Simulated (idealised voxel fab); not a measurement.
process module | voxel wiring stack
cross-section cut | 235 nm wide | cells 5 nm
A cross-section is a grid of square cells, given in bands from the top down. A band is one or more rows of cells.
Each band's line starts with the height of the band's top and of its bottom, in nm. Then come its materials from left to right, each with its width in nm. One material with "throughout" fills the band from edge to edge. "air" is empty space.
Height 0 is the level under which the wafer as received is all one material. The lowest band goes on downwards, as in "0 down".
A width such as "30 to 40" changes by the same amount from each row of cells to the next, from the band's top row to its bottom row.
"no change" after a step means that no cell of the cross-section changed.
closed voids: empty space of 8 cells or more with no open way to the top, each as width x height at its distance from the left edge, in nm
after a step's settings: what the simulator itself notes on the step
overlay nm, on a step with a mask: how far to the right of its planned place the mask lay; to the left if negative
plan
1 op RECEIVE | material Si
2 op CONFORMAL_DEP | material SiO2 | thk nm 15
3 op CONFORMAL_DEP | material SiCN | thk nm 5
4 op DIRECTIONAL_DEP | material SiO2 | thk nm 20
5 op PATTERN | tone open | mask id METAL_1 | material resist | width nm 20 | pitch nm 40 | thk nm 20 | overlay nm 0
6 op DIRECTIONAL_ETCH | etch materials SiO2 | depth nm 20
7 op DIRECTIONAL_ETCH | etch materials SiCN | depth nm 5
8 op STRIP | etch materials resist
9 op CONFORMAL_DEP | material TiN | thk nm 5
10 op FILL_DEP | material Ru | thk nm 10
11 op CMP | height nm 40
12 op EPI | material Ru | thk nm 5
13 op FILL_DEP | material SiCN | thk nm 5
14 op DIRECTIONAL_DEP | material lowk | thk nm 35
15 op DIRECTIONAL_DEP | material aC | thk nm 10
16 op PATTERN | tone open | mask id METAL_2 | material resist | width nm 20 | pitch nm 40 | thk nm 25 | overlay nm 0
17 op DIRECTIONAL_ETCH | etch materials aC | depth nm 10
18 op STRIP | etch materials resist
19 op DIRECTIONAL_ETCH | etch materials lowk | depth nm 20
20 op STRIP | etch materials aC
21 op PATTERN | tone open | mask id METAL_2_HOLES | material resist | width nm 15 | pitch nm 80 | thk nm 20 | overlay nm 0
22 op DIRECTIONAL_ETCH | etch materials lowk | depth nm 15
23 op DIRECTIONAL_ETCH | etch materials SiCN | depth nm 5
24 op STRIP | etch materials resist
25 op CONFORMAL_DEP | material TiN | thk nm 5
26 op FILL_DEP | material Cu | thk nm 5
27 op CMP | height nm 85
28 op CONFORMAL_DEP | material SiCN | thk nm 5
29 op DIRECTIONAL_DEP | material lowk | thk nm 10
30 op MASKED_ETCH | tone open | mask id PLUG_2 | width nm 15 | pitch nm 40 | etch materials lowk | depth nm 10 | overlay nm 0
31 op MASKED_ETCH | tone open | mask id PLUG_2 | width nm 15 | pitch nm 40 | etch materials SiCN | depth nm 5 | overlay nm 0
32 op CONFORMAL_DEP | material TiN | thk nm 5
33 op FILL_DEP | material Ru | thk nm 10
34 op CMP | height nm 100
35 op DIRECTIONAL_DEP | material TiN | thk nm 5
36 op DIRECTIONAL_DEP | material Ru | thk nm 15
37 op MASKED_ETCH | tone cover | mask id METAL_3 | width nm 20 | pitch nm 40 | etch materials Ru | depth nm 15 | overlay nm 0
38 op MASKED_ETCH | tone cover | mask id METAL_3 | width nm 20 | pitch nm 40 | etch materials TiN | depth nm 5 | overlay nm 0
39 op FILL_DEP | material SiO2 | thk nm 10
40 op CMP | height nm 120
41 op CONFORMAL_DEP | material SiCN | thk nm 5
42 op DIRECTIONAL_DEP | material lowk | thk nm 10
43 op DIRECTIONAL_DEP | material aC | thk nm 15
44 op PATTERN | tone open | mask id PLUG_3 | material resist | width nm 15 | pitch nm 80 | thk nm 35 | overlay nm 0
45 op DIRECTIONAL_ETCH | etch materials aC | depth nm 15
46 op STRIP | etch materials resist
47 op DIRECTIONAL_ETCH | etch materials lowk | depth nm 10
48 op DIRECTIONAL_ETCH | etch materials SiCN | depth nm 5
49 op STRIP | etch materials aC
50 op CONFORMAL_DEP | material TiN | thk nm 5
51 op FILL_DEP | material Ru | thk nm 10
52 op CMP | height nm 135
53 op CONFORMAL_DEP | material SiCN | thk nm 5
54 op DIRECTIONAL_DEP | material SiO2 | thk nm 15
55 op PATTERN | tone open | mask id METAL_4 | material resist | width nm 20 | pitch nm 40 | thk nm 15 | overlay nm 0
56 op DIRECTIONAL_ETCH | etch materials SiO2 | depth nm 15
57 op DIRECTIONAL_ETCH | etch materials SiCN | depth nm 5
58 op STRIP | etch materials resist
59 op CONFORMAL_DEP | material TiN | thk nm 5
60 op FILL_DEP | material Cu | thk nm 5
61 op CMP | height nm 155
62 op CONFORMAL_DEP | material SiN | thk nm 5
first wafer, as planned
as received, after step 1
  0 down: Si throughout
  closed voids: none
after step 2
  15 to 0: SiO2 throughout
  below 0: unchanged
after step 3
  20 to 15: SiCN throughout
  below 15: unchanged
after step 4
  40 to 20: SiO2 throughout
  below 20: unchanged
after step 5
  60 to 40: resist 45 | air 20 | resist 20 | air 20 | resist 20 | air 20 | resist 20 | air 20 | resist 50
  below 40: unchanged
after step 6
  60 to 40: resist 45 | air 20 | resist 20 | air 20 | resist 20 | air 20 | resist 20 | air 20 | resist 50
  40 to 20: SiO2 45 | air 20 | SiO2 20 | air 20 | SiO2 20 | air 20 | SiO2 20 | air 20 | SiO2 50
  below 20: unchanged
after step 7
  60 to 40: resist 45 | air 20 | resist 20 | air 20 | resist 20 | air 20 | resist 20 | air 20 | resist 50
  40 to 20: SiO2 45 | air 20 | SiO2 20 | air 20 | SiO2 20 | air 20 | SiO2 20 | air 20 | SiO2 50
  20 to 15: SiCN 45 | air 20 | SiCN 20 | air 20 | SiCN 20 | air 20 | SiCN 20 | air 20 | SiCN 50
  below 15: unchanged
after step 8
  40 to 20: SiO2 45 | air 20 | SiO2 20 | air 20 | SiO2 20 | air 20 | SiO2 20 | air 20 | SiO2 50
  below 20: unchanged
after step 9
  45 to 40: TiN 50 | air 10 | TiN 30 | air 10 | TiN 30 | air 10 | TiN 30 | air 10 | TiN 55
  40 to 20: SiO2 45 | TiN 5 | air 10 | TiN 5 | SiO2 20 | TiN 5 | air 10 | TiN 5 | SiO2 20 | TiN 5 | air 10 | TiN 5 | SiO2 20 | TiN 5 | air 10 | TiN 5 | SiO2 50
  20 to 15: SiCN 45 | TiN 20 | SiCN 20 | TiN 20 | SiCN 20 | TiN 20 | SiCN 20 | TiN 20 | SiCN 50
  below 15: unchanged
after step 10
  55 to 45: Ru throughout
  45 to 40: TiN 50 | Ru 10 | TiN 30 | Ru 10 | TiN 30 | Ru 10 | TiN 30 | Ru 10 | TiN 55
  40 to 20: SiO2 45 | TiN 5 | Ru 10 | TiN 5 | SiO2 20 | TiN 5 | Ru 10 | TiN 5 | SiO2 20 | TiN 5 | Ru 10 | TiN 5 | SiO2 20 | TiN 5 | Ru 10 | TiN 5 | SiO2 50
  below 20: unchanged
after step 11
  40 to 20: SiO2 45 | TiN 5 | Ru 10 | TiN 5 | SiO2 20 | TiN 5 | Ru 10 | TiN 5 | SiO2 20 | TiN 5 | Ru 10 | TiN 5 | SiO2 20 | TiN 5 | Ru 10 | TiN 5 | SiO2 50
  below 20: unchanged
after step 12
  45 to 40: air 40 | Ru 30 | air 10 | Ru 30 | air 10 | Ru 30 | air 10 | Ru 30 | air 45
  below 40: unchanged
after step 13
  50 to 45: SiCN throughout
  45 to 40: SiCN 40 | Ru 30 | SiCN 10 | Ru 30 | SiCN 10 | Ru 30 | SiCN 10 | Ru 30 | SiCN 45
  below 40: unchanged
after step 14
  85 to 50: lowk throughout
  below 50: unchanged
after step 15
  95 to 85: aC throughout
  below 85: unchanged
after step 16
  120 to 95: resist 45 | air 20 | resist 20 | air 20 | resist 20 | air 20 | resist 20 | air 20 | resist 50
  below 95: unchanged
after step 17
  110 to 95: resist 45 | air 20 | resist 20 | air 20 | resist 20 | air 20 | resist 20 | air 20 | resist 50
  95 to 85: aC 45 | air 20 | aC 20 | air 20 | aC 20 | air 20 | aC 20 | air 20 | aC 50
  below 85: unchanged
after step 18
  95 to 85: aC 45 | air 20 | aC 20 | air 20 | aC 20 | air 20 | aC 20 | air 20 | aC 50
  below 85: unchanged
after step 19
  95 to 85: aC 45 | air 20 | aC 20 | air 20 | aC 20 | air 20 | aC 20 | air 20 | aC 50
  85 to 65: lowk 45 | air 20 | lowk 20 | air 20 | lowk 20 | air 20 | lowk 20 | air 20 | lowk 50
  below 65: unchanged
after step 20
  85 to 65: lowk 45 | air 20 | lowk 20 | air 20 | lowk 20 | air 20 | lowk 20 | air 20 | lowk 50
  below 65: unchanged
after step 21
  105 to 85: resist 45 | air 15 | resist 65 | air 15 | resist 95
  85 to 65: lowk 45 | air 15 | resist 5 | lowk 20 | resist 20 | lowk 20 | air 15 | resist 5 | lowk 20 | resist 20 | lowk 50
  below 65: unchanged
after step 22
  105 to 85: resist 45 | air 15 | resist 65 | air 15 | resist 95
  85 to 65: lowk 45 | air 15 | resist 5 | lowk 20 | resist 20 | lowk 20 | air 15 | resist 5 | lowk 20 | resist 20 | lowk 50
  65 to 50: lowk 45 | air 15 | lowk 65 | air 15 | lowk 95
  below 50: unchanged
after step 23
  105 to 85: resist 45 | air 15 | resist 65 | air 15 | resist 95
  85 to 65: lowk 45 | air 15 | resist 5 | lowk 20 | resist 20 | lowk 20 | air 15 | resist 5 | lowk 20 | resist 20 | lowk 50
  65 to 50: lowk 45 | air 15 | lowk 65 | air 15 | lowk 95
  50 to 45: SiCN 45 | air 15 | SiCN 65 | air 15 | SiCN 95
  below 45: unchanged
after step 24
  85 to 65: lowk 45 | air 20 | lowk 20 | air 20 | lowk 20 | air 20 | lowk 20 | air 20 | lowk 50
  below 65: unchanged
after step 25
  90 to 85: TiN 50 | air 10 | TiN 30 | air 10 | TiN 30 | air 10 | TiN 30 | air 10 | TiN 55
  85 to 70: lowk 45 | TiN 5 | air 10 | TiN 5 | lowk 20 | TiN 5 | air 10 | TiN 5 | lowk 20 | TiN 5 | air 10 | TiN 5 | lowk 20 | TiN 5 | air 10 | TiN 5 | lowk 50
  70 to 65: lowk 45 | TiN 5 | air 5 | TiN 10 | lowk 20 | TiN 20 | lowk 20 | TiN 5 | air 5 | TiN 10 | lowk 20 | TiN 20 | lowk 50
  65 to 50: lowk 45 | TiN 5 | air 5 | TiN 5 | lowk 65 | TiN 5 | air 5 | TiN 5 | lowk 95
  50 to 45: SiCN 45 | TiN 15 | SiCN 65 | TiN 15 | SiCN 95
  below 45: unchanged
after step 26
  95 to 90: Cu throughout
  90 to 85: TiN 50 | Cu 10 | TiN 30 | Cu 10 | TiN 30 | Cu 10 | TiN 30 | Cu 10 | TiN 55
  85 to 70: lowk 45 | TiN 5 | Cu 10 | TiN 5 | lowk 20 | TiN 5 | Cu 10 | TiN 5 | lowk 20 | TiN 5 | Cu 10 | TiN 5 | lowk 20 | TiN 5 | Cu 10 | TiN 5 | lowk 50
  70 to 65: lowk 45 | TiN 5 | Cu 5 | TiN 10 | lowk 20 | TiN 20 | lowk 20 | TiN 5 | Cu 5 | TiN 10 | lowk 20 | TiN 20 | lowk 50
  65 to 50: lowk 45 | TiN 5 | Cu 5 | TiN 5 | lowk 65 | TiN 5 | Cu 5 | TiN 5 | lowk 95
  below 50: unchanged
after step 27
  85 to 70: lowk 45 | TiN 5 | Cu 10 | TiN 5 | lowk 20 | TiN 5 | Cu 10 | TiN 5 | lowk 20 | TiN 5 | Cu 10 | TiN 5 | lowk 20 | TiN 5 | Cu 10 | TiN 5 | lowk 50
  below 70: unchanged
after step 28
  90 to 85: SiCN throughout
  below 85: unchanged
after step 29
  100 to 90: lowk throughout
  below 90: unchanged
after step 30
  100 to 90: lowk 45 | air 15 | lowk 25 | air 15 | lowk 25 | air 15 | lowk 25 | air 15 | lowk 55
  below 90: unchanged
after step 31
  100 to 90: lowk 45 | air 15 | lowk 25 | air 15 | lowk 25 | air 15 | lowk 25 | air 15 | lowk 55
  90 to 85: SiCN 45 | air 15 | SiCN 25 | air 15 | SiCN 25 | air 15 | SiCN 25 | air 15 | SiCN 55
  below 85: unchanged
after step 32
  105 to 100: TiN 50 | air 5 | TiN 35 | air 5 | TiN 35 | air 5 | TiN 35 | air 5 | TiN 60
  100 to 90: lowk 45 | TiN 5 | air 5 | TiN 5 | lowk 25 | TiN 5 | air 5 | TiN 5 | lowk 25 | TiN 5 | air 5 | TiN 5 | lowk 25 | TiN 5 | air 5 | TiN 5 | lowk 55
  90 to 85: SiCN 45 | TiN 15 | SiCN 25 | TiN 15 | SiCN 25 | TiN 15 | SiCN 25 | TiN 15 | SiCN 55
  below 85: unchanged
after step 33
  115 to 105: Ru throughout
  105 to 100: TiN 50 | Ru 5 | TiN 35 | Ru 5 | TiN 35 | Ru 5 | TiN 35 | Ru 5 | TiN 60
  100 to 90: lowk 45 | TiN 5 | Ru 5 | TiN 5 | lowk 25 | TiN 5 | Ru 5 | TiN 5 | lowk 25 | TiN 5 | Ru 5 | TiN 5 | lowk 25 | TiN 5 | Ru 5 | TiN 5 | lowk 55
  below 90: unchanged
after step 34
  100 to 90: lowk 45 | TiN 5 | Ru 5 | TiN 5 | lowk 25 | TiN 5 | Ru 5 | TiN 5 | lowk 25 | TiN 5 | Ru 5 | TiN 5 | lowk 25 | TiN 5 | Ru 5 | TiN 5 | lowk 55
  below 90: unchanged
after step 35
  105 to 100: TiN throughout
  below 100: unchanged
after step 36
  120 to 105: Ru throughout
  below 105: unchanged
after step 37
  120 to 105: air 45 | Ru 20 | air 20 | Ru 20 | air 20 | Ru 20 | air 20 | Ru 20 | air 50
  below 105: unchanged
after step 38
  120 to 105: air 45 | Ru 20 | air 20 | Ru 20 | air 20 | Ru 20 | air 20 | Ru 20 | air 50
  105 to 100: air 45 | TiN 20 | air 20 | TiN 20 | air 20 | TiN 20 | air 20 | TiN 20 | air 50
  below 100: unchanged
after step 39
  130 to 120: SiO2 throughout
  120 to 105: SiO2 45 | Ru 20 | SiO2 20 | Ru 20 | SiO2 20 | Ru 20 | SiO2 20 | Ru 20 | SiO2 50
  105 to 100: SiO2 45 | TiN 20 | SiO2 20 | TiN 20 | SiO2 20 | TiN 20 | SiO2 20 | TiN 20 | SiO2 50
  below 100: unchanged
after step 40
  120 to 105: SiO2 45 | Ru 20 | SiO2 20 | Ru 20 | SiO2 20 | Ru 20 | SiO2 20 | Ru 20 | SiO2 50
  below 105: unchanged
after step 41
  125 to 120: SiCN throughout
  below 120: unchanged
after step 42
  135 to 125: lowk throughout
  below 125: unchanged
after step 43
  150 to 135: aC throughout
  below 135: unchanged
after step 44
  185 to 150: resist 45 | air 15 | resist 65 | air 15 | resist 95
  below 150: unchanged
after step 45
  170 to 150: resist 45 | air 15 | resist 65 | air 15 | resist 95
  150 to 135: aC 45 | air 15 | aC 65 | air 15 | aC 95
  below 135: unchanged
after step 46
  150 to 135: aC 45 | air 15 | aC 65 | air 15 | aC 95
  below 135: unchanged
after step 47
  150 to 135: aC 45 | air 15 | aC 65 | air 15 | aC 95
  135 to 125: lowk 45 | air 15 | lowk 65 | air 15 | lowk 95
  below 125: unchanged
after step 48
  150 to 135: aC 45 | air 15 | aC 65 | air 15 | aC 95
  135 to 125: lowk 45 | air 15 | lowk 65 | air 15 | lowk 95
  125 to 120: SiCN 45 | air 15 | SiCN 65 | air 15 | SiCN 95
  below 120: unchanged
after step 49
  135 to 125: lowk 45 | air 15 | lowk 65 | air 15 | lowk 95
  below 125: unchanged
after step 50
  140 to 135: TiN 50 | air 5 | TiN 75 | air 5 | TiN 100
  135 to 125: lowk 45 | TiN 5 | air 5 | TiN 5 | lowk 65 | TiN 5 | air 5 | TiN 5 | lowk 95
  125 to 120: SiCN 45 | TiN 15 | SiCN 65 | TiN 15 | SiCN 95
  below 120: unchanged
after step 51
  150 to 140: Ru throughout
  140 to 135: TiN 50 | Ru 5 | TiN 75 | Ru 5 | TiN 100
  135 to 125: lowk 45 | TiN 5 | Ru 5 | TiN 5 | lowk 65 | TiN 5 | Ru 5 | TiN 5 | lowk 95
  below 125: unchanged
after step 52
  135 to 125: lowk 45 | TiN 5 | Ru 5 | TiN 5 | lowk 65 | TiN 5 | Ru 5 | TiN 5 | lowk 95
  below 125: unchanged
after step 53
  140 to 135: SiCN throughout
  below 135: unchanged
after step 54
  155 to 140: SiO2 throughout
  below 140: unchanged
after step 55
  170 to 155: resist 45 | air 20 | resist 20 | air 20 | resist 20 | air 20 | resist 20 | air 20 | resist 50
  below 155: unchanged
after step 56
  170 to 155: resist 45 | air 20 | resist 20 | air 20 | resist 20 | air 20 | resist 20 | air 20 | resist 50
  155 to 140: SiO2 45 | air 20 | SiO2 20 | air 20 | SiO2 20 | air 20 | SiO2 20 | air 20 | SiO2 50
  below 140: unchanged
after step 57
  170 to 155: resist 45 | air 20 | resist 20 | air 20 | resist 20 | air 20 | resist 20 | air 20 | resist 50
  155 to 140: SiO2 45 | air 20 | SiO2 20 | air 20 | SiO2 20 | air 20 | SiO2 20 | air 20 | SiO2 50
  140 to 135: SiCN 45 | air 20 | SiCN 20 | air 20 | SiCN 20 | air 20 | SiCN 20 | air 20 | SiCN 50
  below 135: unchanged
after step 58
  155 to 140: SiO2 45 | air 20 | SiO2 20 | air 20 | SiO2 20 | air 20 | SiO2 20 | air 20 | SiO2 50
  below 140: unchanged
after step 59
  160 to 155: TiN 50 | air 10 | TiN 30 | air 10 | TiN 30 | air 10 | TiN 30 | air 10 | TiN 55
  155 to 140: SiO2 45 | TiN 5 | air 10 | TiN 5 | SiO2 20 | TiN 5 | air 10 | TiN 5 | SiO2 20 | TiN 5 | air 10 | TiN 5 | SiO2 20 | TiN 5 | air 10 | TiN 5 | SiO2 50
  140 to 135: SiCN 45 | TiN 20 | SiCN 20 | TiN 20 | SiCN 20 | TiN 20 | SiCN 20 | TiN 20 | SiCN 50
  below 135: unchanged
after step 60
  165 to 160: Cu throughout
  160 to 155: TiN 50 | Cu 10 | TiN 30 | Cu 10 | TiN 30 | Cu 10 | TiN 30 | Cu 10 | TiN 55
  155 to 140: SiO2 45 | TiN 5 | Cu 10 | TiN 5 | SiO2 20 | TiN 5 | Cu 10 | TiN 5 | SiO2 20 | TiN 5 | Cu 10 | TiN 5 | SiO2 20 | TiN 5 | Cu 10 | TiN 5 | SiO2 50
  below 140: unchanged
after step 61
  155 to 140: SiO2 45 | TiN 5 | Cu 10 | TiN 5 | SiO2 20 | TiN 5 | Cu 10 | TiN 5 | SiO2 20 | TiN 5 | Cu 10 | TiN 5 | SiO2 20 | TiN 5 | Cu 10 | TiN 5 | SiO2 50
  below 140: unchanged
after step 62
  160 to 155: SiN throughout
  below 155: unchanged
second wafer: like start, like plan, one mistake. Through step 24 it matches the first wafer
when step 25 should have ended
  90 to 85: SiN 50 | air 10 | SiN 30 | air 10 | SiN 30 | air 10 | SiN 30 | air 10 | SiN 55
  85 to 70: lowk 45 | SiN 5 | air 10 | SiN 5 | lowk 20 | SiN 5 | air 10 | SiN 5 | lowk 20 | SiN 5 | air 10 | SiN 5 | lowk 20 | SiN 5 | air 10 | SiN 5 | lowk 50
  70 to 65: lowk 45 | SiN 5 | air 5 | SiN 10 | lowk 20 | SiN 20 | lowk 20 | SiN 5 | air 5 | SiN 10 | lowk 20 | SiN 20 | lowk 50
  65 to 50: lowk 45 | SiN 5 | air 5 | SiN 5 | lowk 65 | SiN 5 | air 5 | SiN 5 | lowk 95
  50 to 45: SiCN 45 | SiN 15 | SiCN 65 | SiN 15 | SiCN 95
  below 45: unchanged
when step 26 should have ended
  95 to 90: Cu throughout
  90 to 85: SiN 50 | Cu 10 | SiN 30 | Cu 10 | SiN 30 | Cu 10 | SiN 30 | Cu 10 | SiN 55
  85 to 70: lowk 45 | SiN 5 | Cu 10 | SiN 5 | lowk 20 | SiN 5 | Cu 10 | SiN 5 | lowk 20 | SiN 5 | Cu 10 | SiN 5 | lowk 20 | SiN 5 | Cu 10 | SiN 5 | lowk 50
  70 to 65: lowk 45 | SiN 5 | Cu 5 | SiN 10 | lowk 20 | SiN 20 | lowk 20 | SiN 5 | Cu 5 | SiN 10 | lowk 20 | SiN 20 | lowk 50
  65 to 50: lowk 45 | SiN 5 | Cu 5 | SiN 5 | lowk 65 | SiN 5 | Cu 5 | SiN 5 | lowk 95
  below 50: unchanged
when step 27 should have ended
  85 to 70: lowk 45 | SiN 5 | Cu 10 | SiN 5 | lowk 20 | SiN 5 | Cu 10 | SiN 5 | lowk 20 | SiN 5 | Cu 10 | SiN 5 | lowk 20 | SiN 5 | Cu 10 | SiN 5 | lowk 50
  below 70: unchanged
when step 28 should have ended
  90 to 85: SiCN throughout
  below 85: unchanged
when step 29 should have ended
  100 to 90: lowk throughout
  below 90: unchanged
when step 30 should have ended
  100 to 90: lowk 45 | air 15 | lowk 25 | air 15 | lowk 25 | air 15 | lowk 25 | air 15 | lowk 55
  below 90: unchanged
when step 31 should have ended
  100 to 90: lowk 45 | air 15 | lowk 25 | air 15 | lowk 25 | air 15 | lowk 25 | air 15 | lowk 55
  90 to 85: SiCN 45 | air 15 | SiCN 25 | air 15 | SiCN 25 | air 15 | SiCN 25 | air 15 | SiCN 55
  below 85: unchanged
when step 32 should have ended
  105 to 100: TiN 50 | air 5 | TiN 35 | air 5 | TiN 35 | air 5 | TiN 35 | air 5 | TiN 60
  100 to 90: lowk 45 | TiN 5 | air 5 | TiN 5 | lowk 25 | TiN 5 | air 5 | TiN 5 | lowk 25 | TiN 5 | air 5 | TiN 5 | lowk 25 | TiN 5 | air 5 | TiN 5 | lowk 55
  90 to 85: SiCN 45 | TiN 15 | SiCN 25 | TiN 15 | SiCN 25 | TiN 15 | SiCN 25 | TiN 15 | SiCN 55
  below 85: unchanged
when step 33 should have ended
  115 to 105: Ru throughout
  105 to 100: TiN 50 | Ru 5 | TiN 35 | Ru 5 | TiN 35 | Ru 5 | TiN 35 | Ru 5 | TiN 60
  100 to 90: lowk 45 | TiN 5 | Ru 5 | TiN 5 | lowk 25 | TiN 5 | Ru 5 | TiN 5 | lowk 25 | TiN 5 | Ru 5 | TiN 5 | lowk 25 | TiN 5 | Ru 5 | TiN 5 | lowk 55
  below 90: unchanged
when step 34 should have ended
  100 to 90: lowk 45 | TiN 5 | Ru 5 | TiN 5 | lowk 25 | TiN 5 | Ru 5 | TiN 5 | lowk 25 | TiN 5 | Ru 5 | TiN 5 | lowk 25 | TiN 5 | Ru 5 | TiN 5 | lowk 55
  below 90: unchanged
when step 35 should have ended
  105 to 100: TiN throughout
  below 100: unchanged
when step 36 should have ended
  120 to 105: Ru throughout
  below 105: unchanged
when step 37 should have ended
  120 to 105: air 45 | Ru 20 | air 20 | Ru 20 | air 20 | Ru 20 | air 20 | Ru 20 | air 50
  below 105: unchanged
when step 38 should have ended
  120 to 105: air 45 | Ru 20 | air 20 | Ru 20 | air 20 | Ru 20 | air 20 | Ru 20 | air 50
  105 to 100: air 45 | TiN 20 | air 20 | TiN 20 | air 20 | TiN 20 | air 20 | TiN 20 | air 50
  below 100: unchanged
when step 39 should have ended
  130 to 120: SiO2 throughout
  120 to 105: SiO2 45 | Ru 20 | SiO2 20 | Ru 20 | SiO2 20 | Ru 20 | SiO2 20 | Ru 20 | SiO2 50
  105 to 100: SiO2 45 | TiN 20 | SiO2 20 | TiN 20 | SiO2 20 | TiN 20 | SiO2 20 | TiN 20 | SiO2 50
  below 100: unchanged
when step 40 should have ended
  120 to 105: SiO2 45 | Ru 20 | SiO2 20 | Ru 20 | SiO2 20 | Ru 20 | SiO2 20 | Ru 20 | SiO2 50
  below 105: unchanged
when step 41 should have ended
  125 to 120: SiCN throughout
  below 120: unchanged
when step 42 should have ended
  135 to 125: lowk throughout
  below 125: unchanged
when step 43 should have ended
  150 to 135: aC throughout
  below 135: unchanged
when step 44 should have ended
  185 to 150: resist 45 | air 15 | resist 65 | air 15 | resist 95
  below 150: unchanged
when step 45 should have ended
  170 to 150: resist 45 | air 15 | resist 65 | air 15 | resist 95
  150 to 135: aC 45 | air 15 | aC 65 | air 15 | aC 95
  below 135: unchanged
when step 46 should have ended
  150 to 135: aC 45 | air 15 | aC 65 | air 15 | aC 95
  below 135: unchanged
when step 47 should have ended
  150 to 135: aC 45 | air 15 | aC 65 | air 15 | aC 95
  135 to 125: lowk 45 | air 15 | lowk 65 | air 15 | lowk 95
  below 125: unchanged
when step 48 should have ended
  150 to 135: aC 45 | air 15 | aC 65 | air 15 | aC 95
  135 to 125: lowk 45 | air 15 | lowk 65 | air 15 | lowk 95
  125 to 120: SiCN 45 | air 15 | SiCN 65 | air 15 | SiCN 95
  below 120: unchanged
when step 49 should have ended
  135 to 125: lowk 45 | air 15 | lowk 65 | air 15 | lowk 95
  below 125: unchanged
when step 50 should have ended
  140 to 135: TiN 50 | air 5 | TiN 75 | air 5 | TiN 100
  135 to 125: lowk 45 | TiN 5 | air 5 | TiN 5 | lowk 65 | TiN 5 | air 5 | TiN 5 | lowk 95
  125 to 120: SiCN 45 | TiN 15 | SiCN 65 | TiN 15 | SiCN 95
  below 120: unchanged
when step 51 should have ended
  150 to 140: Ru throughout
  140 to 135: TiN 50 | Ru 5 | TiN 75 | Ru 5 | TiN 100
  135 to 125: lowk 45 | TiN 5 | Ru 5 | TiN 5 | lowk 65 | TiN 5 | Ru 5 | TiN 5 | lowk 95
  below 125: unchanged
when step 52 should have ended
  135 to 125: lowk 45 | TiN 5 | Ru 5 | TiN 5 | lowk 65 | TiN 5 | Ru 5 | TiN 5 | lowk 95
  below 125: unchanged
when step 53 should have ended
  140 to 135: SiCN throughout
  below 135: unchanged
when step 54 should have ended
  155 to 140: SiO2 throughout
  below 140: unchanged
when step 55 should have ended
  170 to 155: resist 45 | air 20 | resist 20 | air 20 | resist 20 | air 20 | resist 20 | air 20 | resist 50
  below 155: unchanged
when step 56 should have ended
  170 to 155: resist 45 | air 20 | resist 20 | air 20 | resist 20 | air 20 | resist 20 | air 20 | resist 50
  155 to 140: SiO2 45 | air 20 | SiO2 20 | air 20 | SiO2 20 | air 20 | SiO2 20 | air 20 | SiO2 50
  below 140: unchanged
when step 57 should have ended
  170 to 155: resist 45 | air 20 | resist 20 | air 20 | resist 20 | air 20 | resist 20 | air 20 | resist 50
  155 to 140: SiO2 45 | air 20 | SiO2 20 | air 20 | SiO2 20 | air 20 | SiO2 20 | air 20 | SiO2 50
  140 to 135: SiCN 45 | air 20 | SiCN 20 | air 20 | SiCN 20 | air 20 | SiCN 20 | air 20 | SiCN 50
  below 135: unchanged
when step 58 should have ended
  155 to 140: SiO2 45 | air 20 | SiO2 20 | air 20 | SiO2 20 | air 20 | SiO2 20 | air 20 | SiO2 50
  below 140: unchanged
when step 59 should have ended
  160 to 155: TiN 50 | air 10 | TiN 30 | air 10 | TiN 30 | air 10 | TiN 30 | air 10 | TiN 55
  155 to 140: SiO2 45 | TiN 5 | air 10 | TiN 5 | SiO2 20 | TiN 5 | air 10 | TiN 5 | SiO2 20 | TiN 5 | air 10 | TiN 5 | SiO2 20 | TiN 5 | air 10 | TiN 5 | SiO2 50
  140 to 135: SiCN 45 | TiN 20 | SiCN 20 | TiN 20 | SiCN 20 | TiN 20 | SiCN 20 | TiN 20 | SiCN 50
  below 135: unchanged
when step 60 should have ended
  165 to 160: Cu throughout
  160 to 155: TiN 50 | Cu 10 | TiN 30 | Cu 10 | TiN 30 | Cu 10 | TiN 30 | Cu 10 | TiN 55
  155 to 140: SiO2 45 | TiN 5 | Cu 10 | TiN 5 | SiO2 20 | TiN 5 | Cu 10 | TiN 5 | SiO2 20 | TiN 5 | Cu 10 | TiN 5 | SiO2 20 | TiN 5 | Cu 10 | TiN 5 | SiO2 50
  below 140: unchanged
when step 61 should have ended
  155 to 140: SiO2 45 | TiN 5 | Cu 10 | TiN 5 | SiO2 20 | TiN 5 | Cu 10 | TiN 5 | SiO2 20 | TiN 5 | Cu 10 | TiN 5 | SiO2 20 | TiN 5 | Cu 10 | TiN 5 | SiO2 50
  below 140: unchanged
when step 62 should have ended
  160 to 155: SiN throughout
  below 155: unchanged
what went wrong: step 25 ran as: op CONFORMAL_DEP | material SiN | thk nm 5
at the end the second wafer has, in cells: 56 more of SiN | 56 fewer of TiN
